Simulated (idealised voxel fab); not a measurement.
process module | voxel wiring stack
cross-section cut | 180 nm wide | cells 5 nm
A cross-section is a grid of square cells, given in bands from the top down. A band is one or more rows of cells.
Each band's line starts with the height of the band's top and of its bottom, in nm. Then come its materials from left to right, each with its width in nm. One material with "throughout" fills the band from edge to edge. "air" is empty space.
Height 0 is the level under which the wafer as received is all one material. The lowest band goes on downwards, as in "0 down".
A width such as "30 to 40" changes by the same amount from each row of cells to the next, from the band's top row to its bottom row.
"no change" after a step means that no cell of the cross-section changed.
closed voids: empty space of 8 cells or more with no open way to the top, each as width x height at its distance from the left edge, in nm
after a step's settings: what the simulator itself notes on the step
overlay nm, on a step with a mask: how far to the right of its planned place the mask lay; to the left if negative
plan
1 op RECEIVE | material Si
2 op CONFORMAL_DEP | material SiO2 | thk nm 10
3 op DIRECTIONAL_DEP | material TiN | thk nm 5
4 op DIRECTIONAL_DEP | material W | thk nm 25
5 op DIRECTIONAL_DEP | material aC | thk nm 10
6 op PATTERN | tone cover | mask id METAL_1 | material resist | width nm 25 | pitch nm 45 | thk nm 30 | overlay nm 0
7 op DIRECTIONAL_ETCH | etch materials aC | depth nm 10
8 op STRIP | etch materials resist
9 op DIRECTIONAL_ETCH | etch materials W | depth nm 25
10 op DIRECTIONAL_ETCH | etch materials TiN | depth nm 5
11 op STRIP | etch materials aC
12 op CONFORMAL_DEP | material SiN | thk nm 5
13 op FILL_DEP | material lowk | thk nm 10
14 op CMP | height nm 40
15 op CONFORMAL_DEP | material SiCN | thk nm 5
16 op DIRECTIONAL_DEP | material lowk | thk nm 30
17 op DIRECTIONAL_DEP | material aC | thk nm 15
18 op PATTERN | tone open | mask id METAL_2_HOLES | material resist | width nm 15 | pitch nm 45 | thk nm 35 | overlay nm 0
19 op DIRECTIONAL_ETCH | etch materials aC | depth nm 15
20 op STRIP | etch materials resist
21 op DIRECTIONAL_ETCH | etch materials lowk | depth nm 30
22 op STRIP | etch materials aC
23 op DIRECTIONAL_DEP | material aC | thk nm 15
24 op PATTERN | tone open | mask id METAL_2 | material resist | width nm 25 | pitch nm 45 | thk nm 30 | overlay nm 0
25 op DIRECTIONAL_ETCH | etch materials aC | depth nm 15
26 op STRIP | etch materials resist
27 op DIRECTIONAL_ETCH | etch materials lowk | depth nm 20
28 op DIRECTIONAL_ETCH | etch materials SiCN | depth nm 5
29 op STRIP | etch materials aC
30 op CONFORMAL_DEP | material TiN | thk nm 5
31 op FILL_DEP | material Cu | thk nm 5
32 op CMP | height nm 75
33 op CONFORMAL_DEP | material SiCN | thk nm 5
34 op DIRECTIONAL_DEP | material lowk | thk nm 25
35 op DIRECTIONAL_DEP | material aC | thk nm 10
36 op PATTERN | tone open | mask id METAL_3_HOLES | material resist | width nm 15 | thk nm 25 | overlay nm 0
37 op DIRECTIONAL_ETCH | etch materials aC | depth nm 10
38 op STRIP | etch materials resist
39 op DIRECTIONAL_ETCH | etch materials lowk | depth nm 25
40 op STRIP | etch materials aC
41 op PATTERN | tone open | mask id METAL_3 | material resist | width nm 25 | pitch nm 45 | thk nm 20 | overlay nm 0
42 op DIRECTIONAL_ETCH | etch materials lowk | depth nm 15
43 op DIRECTIONAL_ETCH | etch materials SiCN | depth nm 5
44 op STRIP | etch materials resist
45 op CONFORMAL_DEP | material TiN | thk nm 5
46 op FILL_DEP | material Cu | thk nm 10
47 op CMP | height nm 105
48 op CONFORMAL_DEP | material SiCN | thk nm 5
49 op DIRECTIONAL_DEP | material SiO2 | thk nm 25
50 op MASKED_ETCH | tone open | mask id METAL_4_HOLES | width nm 15 | etch materials SiO2 | depth nm 25 | overlay nm 0
51 op DIRECTIONAL_DEP | material aC | thk nm 15
52 op PATTERN | tone open | mask id METAL_4 | material resist | width nm 25 | pitch nm 45 | thk nm 35 | overlay nm 0
53 op DIRECTIONAL_ETCH | etch materials aC | depth nm 15
54 op STRIP | etch materials resist
55 op DIRECTIONAL_ETCH | etch materials SiO2 | depth nm 15
56 op DIRECTIONAL_ETCH | etch materials SiCN | depth nm 5
57 op STRIP | etch materials aC
58 op CONFORMAL_DEP | material TiN | thk nm 5
59 op FILL_DEP | material Cu | thk nm 5
60 op CMP | height nm 135
61 op CONFORMAL_DEP | material SiCN | thk nm 5
as received, after step 1
  0 down: Si throughout
  closed voids: none
first wafer at the end, as planned
  140 to 135: SiCN throughout
  135 to 125: SiO2 55 | TiN 5 | Cu 15 | TiN 5 | SiO2 20 | TiN 5 | Cu 15 | TiN 5 | SiO2 55
  125 to 120: SiO2 55 | TiN 5 | Cu 5 | TiN 15 | SiO2 20 | TiN 25 | SiO2 55
  120 to 110: SiO2 55 | TiN 5 | Cu 5 | TiN 5 | SiO2 110
  110 to 105: SiCN 55 | TiN 15 | SiCN 110
  105 to 95: lowk 55 | TiN 5 | Cu 15 | TiN 5 | lowk 20 | TiN 5 | Cu 15 | TiN 5 | lowk 55
  95 to 90: lowk 55 | TiN 5 | Cu 5 | TiN 15 | lowk 20 | TiN 25 | lowk 55
  90 to 80: lowk 55 | TiN 5 | Cu 5 | TiN 5 | lowk 110
  80 to 75: SiCN 55 | TiN 15 | SiCN 110
  75 to 60: lowk 55 | TiN 5 | Cu 15 | TiN 5 | lowk 20 | TiN 5 | Cu 15 | TiN 5 | lowk 55
  60 to 55: lowk 55 | TiN 5 | Cu 5 | TiN 15 | lowk 20 | TiN 5 | Cu 5 | TiN 15 | lowk 55
  55 to 45: lowk 55 | TiN 5 | Cu 5 | TiN 5 | lowk 30 | TiN 5 | Cu 5 | TiN 5 | lowk 65
  45 to 40: SiCN 55 | TiN 15 | SiCN 30 | TiN 15 | SiCN 65
  40 to 15: lowk 50 | SiN 5 | W 25 | SiN 5 | lowk 10 | SiN 5 | W 25 | SiN 5 | lowk 50
  15 to 10: SiN 55 | TiN 25 | SiN 20 | TiN 25 | SiN 55
  10 to 0: SiO2 throughout
  0 down: Si throughout
  closed voids: none
second wafer at the end: like start, like plan, one mistake
  140 to 135: SiCN throughout
  135 to 125: SiO2 55 | TiN 5 | Cu 15 | TiN 5 | SiO2 20 | TiN 5 | Cu 15 | TiN 5 | SiO2 55
  125 to 120: SiO2 55 | TiN 5 | Cu 5 | TiN 15 | SiO2 20 | TiN 25 | SiO2 55
  120 to 110: SiO2 55 | TiN 5 | Cu 5 | TiN 5 | SiO2 110
  110 to 105: SiCN 55 | TiN 15 | SiCN 110
  105 to 95: lowk 55 | TiN 5 | Cu 15 | TiN 5 | lowk 20 | TiN 5 | Cu 15 | TiN 5 | lowk 55
  95 to 90: lowk 55 | TiN 5 | Cu 5 | TiN 15 | lowk 20 | TiN 25 | lowk 55
  90 to 80: lowk 55 | TiN 5 | Cu 5 | TiN 5 | lowk 110
  80 to 75: SiCN 55 | TiN 15 | SiCN 110
  75 to 60: lowk 55 | TiN 5 | Cu 15 | TiN 5 | lowk 20 | TiN 5 | Cu 15 | TiN 5 | lowk 55
  60 to 55: lowk 55 | TiN 5 | Cu 5 | TiN 15 | lowk 20 | TiN 5 | Cu 5 | TiN 15 | lowk 55
  55 to 45: lowk 55 | TiN 5 | Cu 5 | TiN 5 | lowk 30 | TiN 5 | Cu 5 | TiN 5 | lowk 65
  45 to 40: SiCN 55 | TiN 15 | SiCN 30 | TiN 15 | SiCN 65
  40 to 35: lowk throughout
  35 to 30: lowk 50 | SiN 35 | lowk 10 | SiN 35 | lowk 50
  30 to 5: lowk 50 | SiN 5 | W 25 | SiN 5 | lowk 10 | SiN 5 | W 25 | SiN 5 | lowk 50
  5 to 0: SiN 55 | TiN 25 | SiN 20 | TiN 25 | SiN 55
  0 down: Si throughout
  closed voids: none
what went wrong: step 2 was left out
at the end the second wafer has, in cells: 14 more of SiN | 72 fewer of SiO2 | 58 more of lowk
